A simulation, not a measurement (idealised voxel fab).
Proc. module: voxel capacitor over wiring
It is cross-section cut that appears here, measuring 220 nm in width, its square cells being 5 nm in size.
A cross-section is a grid of square cells, given in bands from the top down. A band is one or more rows of cells. This entry defines a band. It first specifies the height of the band's top and the height of its bottom in nm, and then specifies the band's materials from left to right, stating each material with its width in nm. The word "throughout" identifies a single material that fills the band from edge to edge, while the word "blank" identifies empty space. It should be noted that heights are counted from 0, beneath which the wafer as supplied is of one material throughout, and that the lowest band possesses no lower boundary but continues downward, as written in "0 and below". A width given as "30->40" starts at the first number in the band's top row and ends at the second number in its bottom row, shifting by an equal amount at every step from row to row. "nothing got changed" after a step means that no cell of the cross-section changed. The entry "Completely sealed voids" lists the empty spaces that cover at least 8 cells and have no open path to the top. Each is written as width x height at distance, where the distance is measured from the left edge and all three values are in nm. Heads up: the bit after the settings on a step's line is the simulator's remark on that step. "overlay nm" answers the question of how far to the right of plan the mask lay on a step that has a mask, and when it is negative the answer is to the left.
**The following list gives the planned process steps**
1 RECEIVE | material Si
2 CONFORMAL_DEP | material SiO2 | thk nm 15
3 CONFORMAL_DEP | material SiN | thk nm 5
4 DIRECTIONAL_DEP | material SiO2 | thk nm 25
5 MASKED_ETCH | tone open | mask id METAL_1 | width nm 20 | pitch nm 80 | etch materials SiO2 | depth nm 25 | overlay nm 0
6 MASKED_ETCH | tone open | mask id METAL_1 | width nm 20 | pitch nm 80 | etch materials SiN | depth nm 5 | overlay nm 0
7 CONFORMAL_DEP | material TiN | thk nm 5
8 FILL_DEP | material Ru | thk nm 10
9 CMP | height nm 45
10 EPI | material Ru | thk nm 5
11 FILL_DEP | material SiCN | thk nm 5
12 DIRECTIONAL_DEP | material lowk | thk nm 10
13 MASKED_ETCH | tone open | mask id PLUG_1 | width nm 15 | etch materials lowk | depth nm 10 | overlay nm 0
14 MASKED_ETCH | tone open | mask id PLUG_1 | width nm 15 | etch materials SiCN | depth nm 5 | overlay nm -15
15 EPI | material Ru | thk nm 10
16 EPI | material Ru | thk nm 5
17 DIRECTIONAL_DEP | material TiN | thk nm 10
18 DIRECTIONAL_DEP | material Al2O3 | thk nm 5
19 DIRECTIONAL_DEP | material TiN | thk nm 10
20 PATTERN | tone cover | mask id UPPER_PLATE | material resist | width nm 65 | thk nm 20 | overlay nm 0
21 DIRECTIONAL_ETCH | etch materials TiN | depth nm 10
22 DIRECTIONAL_ETCH | etch materials Al2O3 | depth nm 5
23 STRIP | etch materials resist
24 DIRECTIONAL_DEP | material aC | thk nm 15
25 PATTERN | tone cover | mask id LOWER_PLATE | material resist | width nm 75 | thk nm 30 | overlay nm 0
26 DIRECTIONAL_ETCH | etch materials aC | depth nm 15
27 STRIP | etch materials resist
28 DIRECTIONAL_ETCH | etch materials TiN | depth nm 10
29 STRIP | etch materials aC
30 FILL_DEP | material SiO2 | thk nm 15
31 CMP | height nm 100
32 DIRECTIONAL_DEP | material aC | thk nm 15
33 PATTERN | tone open | mask id PLUG_2 | material resist | width nm 15 | thk nm 35 | overlay nm 0
34 DIRECTIONAL_ETCH | etch materials aC | depth nm 15
35 STRIP | etch materials resist
36 DIRECTIONAL_ETCH | etch materials SiO2 | depth nm 10
37 STRIP | etch materials aC
38 CONFORMAL_DEP | material TiN | thk nm 5
39 FILL_DEP | material Ru | thk nm 5
40 CMP | height nm 100
41 CONFORMAL_DEP | material SiN | thk nm 5
Across this set of wafers, the varied parameter is the overlay nm of step 14. Starting conditions are identical for every wafer, and the plan reports the value assigned to the first wafer.
**Cut through the first of several wafers as received, post step 1**
> 0 and below: Si throughout
> Completely sealed voids: none
**The figure below presents a cross-section of the first of several wafers at the conclusion of the module, following its last step, step 41**
> 105 down to 100: SiN throughout
> 100 down to 95: SiO2=75  TiN=5  Ru=5  TiN=5  SiO2=130
> 95 down to 90: SiO2=75  TiN=15  SiO2=130
> 90 down to 80: SiO2=80  TiN=50  SiO2=90
> 80 down to 75: SiO2=65  TiN=15  Al2O3=50  SiO2=90
> 75 down to 70: SiO2=60  TiN=75  SiO2=85
> 70 down to 65: SiO2=60  TiN=5  Al2O3=15  TiN=55  SiO2=85
> 65 down to 55: lowk=65  TiN=15  lowk=140
> 55 down to 50: SiCN throughout
> 50 down to 45: SiCN=55  Ru=30  SiCN=50  Ru=30  SiCN=55
> 45 down to 20: SiO2=60  TiN=5  Ru=10  TiN=5  SiO2=60  TiN=5  Ru=10  TiN=5  SiO2=60
> 20 down to 15: SiN=60  TiN=20  SiN=60  TiN=20  SiN=60
> 15 down to 0: SiO2 throughout
> 0 and below: Si throughout
> Completely sealed voids: none
**Of the several wafers, the last: cross-section at the end of the module**
> 105 down to 100: SiN throughout
> 100 down to 95: SiO2=75  TiN=5  Ru=5  TiN=5  SiO2=130
> 95 down to 90: SiO2=75  TiN=15  SiO2=130
> 90 down to 80: SiO2=80  TiN=50  SiO2=90
> 80 down to 75: SiO2=65  TiN=15  Al2O3=50  SiO2=90
> 75 down to 70: SiO2=60  TiN=75  SiO2=85
> 70 down to 65: SiO2=60  TiN=5  Al2O3=15  TiN=55  SiO2=85
> 65 down to 55: lowk=65  TiN=15  lowk=140
> 55 down to 50: SiCN throughout
> 50 down to 45: SiCN=55  Ru=30  SiCN=50  Ru=30  SiCN=55
> 45 down to 20: SiO2=60  TiN=5  Ru=10  TiN=5  SiO2=60  TiN=5  Ru=10  TiN=5  SiO2=60
> 20 down to 15: SiN=60  TiN=20  SiN=60  TiN=20  SiN=60
> 15 down to 0: SiO2 throughout
> 0 and below: Si throughout
> Completely sealed voids: none
**Below: a row per wafer. Contents at end of module: for every material, cells gained since receipt (+) or lost since receipt (-); then closed voids**
overlay nm -15, +13 Al2O3, +33 Ru, +76 SiCN, +80 SiN, +551 SiO2, +89 TiN, +82 lowk, Completely sealed voids: none
overlay nm -10, +13 Al2O3, +40 Ru, +75 SiCN, +80 SiN, +545 SiO2, +89 TiN, +82 lowk, Completely sealed voids: none
overlay nm -5, +13 Al2O3, +41 Ru, +74 SiCN, +80 SiN, +545 SiO2, +89 TiN, +82 lowk, Completely sealed voids: none
overlay nm 0, +13 Al2O3, +42 Ru, +73 SiCN, +80 SiN, +545 SiO2, +89 TiN, +82 lowk, Completely sealed voids: none
overlay nm 5, +13 Al2O3, +41 Ru, +74 SiCN, +80 SiN, +545 SiO2, +89 TiN, +82 lowk, Completely sealed voids: none
overlay nm 10, +13 Al2O3, +40 Ru, +75 SiCN, +80 SiN, +545 SiO2, +89 TiN, +82 lowk, Completely sealed voids: none
overlay nm 15, +13 Al2O3, +33 Ru, +76 SiCN, +80 SiN, +551 SiO2, +89 TiN, +82 lowk, Completely sealed voids: none
